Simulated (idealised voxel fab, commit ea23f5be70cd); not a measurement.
Documented hereafter: the process module known as voxel capacitor over wiring.
Shown is cross-section cut, with a width of 150 nm and square cells of size 5 nm.
Think of the cross-section as a grid of square cells. We describe it in bands, top to bottom, and each band covers one or more rows of those cells. Top height, bottom height, nm. Materials left to right, width each, nm. Single material + "full width" = fills band edge to edge. "air" = empty. Beneath 0, the wafer as received is one material, and that level is where height counting begins. The lowest band goes on downward without a bottom; it is written like "from 0 down". Graded width ("30..40"): value in top row of band = first number; value in bottom row = second number; row-to-row change constant. You'll sometimes find "remains unaltered" written for a step, and that's the way of saying that nowhere in the cross-section did a cell change during that step. "Tabulated closed voids" lists enclosed empty spaces (at least 8 cells, no open path upward to the top), each as width x height at distance from the left edge, in nm. Formally, on a step line, whatever follows the settings is a remark that the simulator itself makes on the step. When a step includes a mask, the "overlay nm" setting on its line states how far to the right of its planned place that mask lay, and negative values state how far to the left.
Process steps foreseen in the plan:
1. RECEIVE with material Si
2. CONFORMAL_DEP with material SiO2, thk nm 15
3. CONFORMAL_DEP with material SiCN, thk nm 5
4. DIRECTIONAL_DEP with material SiO2, thk nm 25
5. PATTERN with tone open, mask id METAL_1, material resist, width nm 20, pitch nm 90, thk nm 15, overlay nm 0
6. DIRECTIONAL_ETCH with etch materials SiO2, depth nm 25
7. DIRECTIONAL_ETCH with etch materials SiCN, depth nm 5
8. STRIP with etch materials resist
9. CONFORMAL_DEP with material TiN, thk nm 5
10. FILL_DEP with material W, thk nm 10
11. CMP with height nm 45
12. CONFORMAL_DEP with material SiCN, thk nm 5
13. DIRECTIONAL_DEP with material lowk, thk nm 10
14. MASKED_ETCH with tone open, mask id PLUG_1, width nm 15, etch materials lowk, depth nm 10, overlay nm 0
15. MASKED_ETCH with tone open, mask id PLUG_1, width nm 15, etch materials SiCN, depth nm 5, overlay nm 0
16. EPI with material Ru, thk nm 10
17. EPI with material Ru, thk nm 5
18. DIRECTIONAL_DEP with material TiN, thk nm 10
19. DIRECTIONAL_DEP with material HfO2, thk nm 5
20. DIRECTIONAL_DEP with material TiN, thk nm 10
21. MASKED_ETCH with tone cover, mask id UPPER_PLATE, width nm 75, etch materials TiN, depth nm 10, overlay nm 0
22. MASKED_ETCH with tone cover, mask id UPPER_PLATE, width nm 75, etch materials HfO2, depth nm 5, overlay nm 0
23. DIRECTIONAL_DEP with material aC, thk nm 15
24. PATTERN with tone cover, mask id LOWER_PLATE, material resist, width nm 85, thk nm 35, overlay nm 0
25. DIRECTIONAL_ETCH with etch materials aC, depth nm 15
26. STRIP with etch materials resist
27. DIRECTIONAL_ETCH with etch materials TiN, depth nm 10
28. STRIP with etch materials aC
29. FILL_DEP with material SiO2, thk nm 20
30. CMP with height nm 100
31. MASKED_ETCH with tone open, mask id PLUG_2, width nm 15, etch materials SiO2, depth nm 15, overlay nm 0
32. CONFORMAL_DEP with material TiN, thk nm 5
33. FILL_DEP with material Cu, thk nm 5
34. CMP with height nm 100
35. CONFORMAL_DEP with material SiCN, thk nm 5
Cross-sectional view of the wafer in its as-received condition, corresponding to the state after step 1:
* from 0 down = Si full width
* Tabulated closed voids: none
Result of the module, cross-sectioned: start per above, plan per above, one error in how it was run:
* from 105 to 100 = SiCN full width
* from 100 to 90 = 35 of SiO2, 5 of TiN, 5 of Cu, 5 of TiN, 100 of SiO2
* from 90 to 80 = 35..40 of SiO2, 15..60 of TiN, 100..50 of SiO2
* from 80 to 75 = 25 of SiO2, 75 of TiN, 50 of SiO2
* from 75 to 70 = 25 of SiO2, 15 of TiN, 60 of HfO2, 50 of SiO2
* from 70 to 65 = 20 of SiO2, 5 of TiN, 15 of HfO2, 65 of TiN, 45 of SiO2
* from 65 to 60 = 20 of SiO2, 85 of TiN, 45 of SiO2
* from 60 to 55 = 25 of SiCN, 15 of TiN, 110 of SiCN
* from 55 to 45 = lowk full width
* from 45 to 20 = 20 of SiO2, 5 of TiN, 10 of W, 5 of TiN, 70 of SiO2, 5 of TiN, 10 of W, 5 of TiN, 20 of SiO2
* from 20 to 15 = 20 of SiCN, 20 of TiN, 70 of SiCN, 20 of TiN, 20 of SiCN
* from 15 to 0 = SiO2 full width
* from 0 down = Si full width
* Tabulated closed voids: none
Deviation from plan: the intended sequence of steps 12 and 13 was reversed during processing, with each occupying the position of the other
